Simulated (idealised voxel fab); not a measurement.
Title: Process Module voxel released beams
This is section cut - it's 300 nm across, gridded in 5 nm square cells.
Cross-sections here: square-cell grids, written as top-down lists of bands, a band being one or more rows of cells.
Band: top and bottom heights (nm) first, top before bottom; then materials from left to right, widths in nm. "edge to edge" marks a sole material filling the band edge to edge. "blank" denotes empty space.
For the purposes of this specification, 0 denotes the height below which the wafer in its as-received condition is composed wholly of one material, and the lowermost band, lacking a lower limit, extends downward without end, as expressed in "0..down".
You'd read "30..40" like this: the band's top row of cells is as wide as the first number, its bottom row is as wide as the second, and going down, every row changes width by the same amount as the row before did.
Step marked "no alteration"? Then no cell in the cross-section changed in it.
Closed-off voids of 8+ cells (no open route to the top) go in "Enclosed void list", written width x height at distance from the left edge, in nm.
Post-settings text on a step line: simulator's own remark regarding the step.
If you see "overlay nm" on a step's line and that step has a mask, it's telling you how far right of where it was planned the mask ended up; a negative number means it went left instead.

The process steps that were planned are listed below:
| 1 | RECEIVE [material Si] |
| 2 | CONFORMAL_DEP [material SiN] [thk nm 5] |
| 3 | DIRECTIONAL_DEP [material SiO2] [thk nm 10] |
| 4 | DIRECTIONAL_DEP [material aC] [thk nm 10] |
| 5 | PATTERN [tone open] [mask id ANCHOR] [material resist] [width nm 40] [thk nm 25] [overlay nm 0] |
| 6 | DIRECTIONAL_ETCH [etch materials aC] [depth nm 10] |
| 7 | STRIP [etch materials resist] |
| 8 | DIRECTIONAL_ETCH [etch materials SiO2] [depth nm 10] |
| 9 | STRIP [etch materials aC] |
| 10 | CONFORMAL_DEP [material W] [thk nm 15] |
| 11 | DIRECTIONAL_DEP [material aC] [thk nm 15] |
| 12 | PATTERN [tone cover] [mask id BEAM] [material resist] [width nm 90] [thk nm 30] [overlay nm 0] |
| 13 | DIRECTIONAL_ETCH [etch materials aC] [depth nm 15] |
| 14 | STRIP [etch materials resist] |
| 15 | DIRECTIONAL_ETCH [etch materials W] [depth nm 15] |
| 16 | STRIP [etch materials aC] |
| 17 | STRIP [etch materials SiO2] |

First wafer of two (run as planned):

Wafer at receipt (post step 1), cross-section:
	0..down  Si edge to edge
	Enclosed void list: none

The wafer in cross-section once step 2 is complete:
	5..0  SiN edge to edge
	No changes below 0.

The wafer in cross-section once step 3 is complete:
	15..5  SiO2 edge to edge
	No changes below 5.

The wafer in cross-section once step 4 is complete:
	25..15  aC edge to edge
	No changes below 15.

The wafer in cross-section once step 5 is complete:
	50..25  resist: 105  blank: 40  resist: 155
	No changes below 25.

The wafer in cross-section once step 6 is complete:
	40..25  resist: 105  blank: 40  resist: 155
	25..15  aC: 105  blank: 40  aC: 155
	No changes below 15.

The wafer in cross-section once step 7 is complete:
	25..15  aC: 105  blank: 40  aC: 155
	No changes below 15.

The wafer in cross-section once step 8 is complete:
	25..15  aC: 105  blank: 40  aC: 155
	15..5  SiO2: 105  blank: 40  SiO2: 155
	No changes below 5.

The wafer in cross-section once step 9 is complete:
	15..5  SiO2: 105  blank: 40  SiO2: 155
	No changes below 5.

The wafer in cross-section once step 10 is complete:
	30..20  W: 120  blank: 10  W: 170
	20..15  W edge to edge
	15..5  SiO2: 105  W: 40  SiO2: 155
	No changes below 5.

The wafer in cross-section once step 11 is complete:
	45..35  aC: 120  blank: 10  aC: 170
	35..30  aC edge to edge
	30..20  W: 120  aC: 10  W: 170
	No changes below 20.

The wafer in cross-section once step 12 is complete:
	75..45  blank: 100  resist: 90  blank: 110
	45..35  aC: 120  resist: 10  aC: 170
	No changes below 35.

The wafer in cross-section once step 13 is complete:
	60..45  blank: 100  resist: 90  blank: 110
	45..35  blank: 100  aC: 20  resist: 10  aC: 60  blank: 110
	35..30  blank: 100  aC: 90  blank: 110
	No changes below 30.

The wafer in cross-section once step 14 is complete:
	45..35  blank: 100  aC: 20  blank: 10  aC: 60  blank: 110
	No changes below 35.

The wafer in cross-section once step 15 is complete:
	45..35  blank: 100  aC: 20  blank: 10  aC: 60  blank: 110
	35..30  blank: 100  aC: 90  blank: 110
	30..20  blank: 100  W: 20  aC: 10  W: 60  blank: 110
	20..15  blank: 100  W: 90  blank: 110
	No changes below 15.

The wafer in cross-section once step 16 is complete:
	30..20  blank: 100  W: 20  blank: 10  W: 60  blank: 110
	No changes below 20.

The wafer in cross-section once step 17 is complete:
	30..20  blank: 100  W: 20  blank: 10  W: 60  blank: 110
	20..15  blank: 100  W: 90  blank: 110
	15..5  blank: 105  W: 40  blank: 155
	No changes below 5.

Wafer two: like wafer one in start and plan, but with one mistake in execution; identical up to and including step 9:

Planned end of step 10: second wafer, cross-section:
	45..15  W edge to edge
	15..5  SiO2: 105  W: 40  SiO2: 155
	No changes below 5.

Planned end of step 11: second wafer, cross-section:
	60..45  aC edge to edge
	No changes below 45.

Planned end of step 12: second wafer, cross-section:
	90..60  blank: 100  resist: 90  blank: 110
	No changes below 60.

Planned end of step 13: second wafer, cross-section:
	75..60  blank: 100  resist: 90  blank: 110
	60..45  blank: 100  aC: 90  blank: 110
	No changes below 45.

Planned end of step 14: second wafer, cross-section:
	60..45  blank: 100  aC: 90  blank: 110
	No changes below 45.

Planned end of step 15: second wafer, cross-section:
	60..45  blank: 100  aC: 90  blank: 110
	45..30  blank: 100  W: 90  blank: 110
	No changes below 30.

Planned end of step 16: second wafer, cross-section:
	45..30  blank: 100  W: 90  blank: 110
	No changes below 30.

Planned end of step 17: second wafer, cross-section: no alteration
What went wrong in running the wafer? in the plan, step 10 was performed twice
End of process, cell counts, second wafer against first, materials with more or fewer: SiO2 +104; W +184
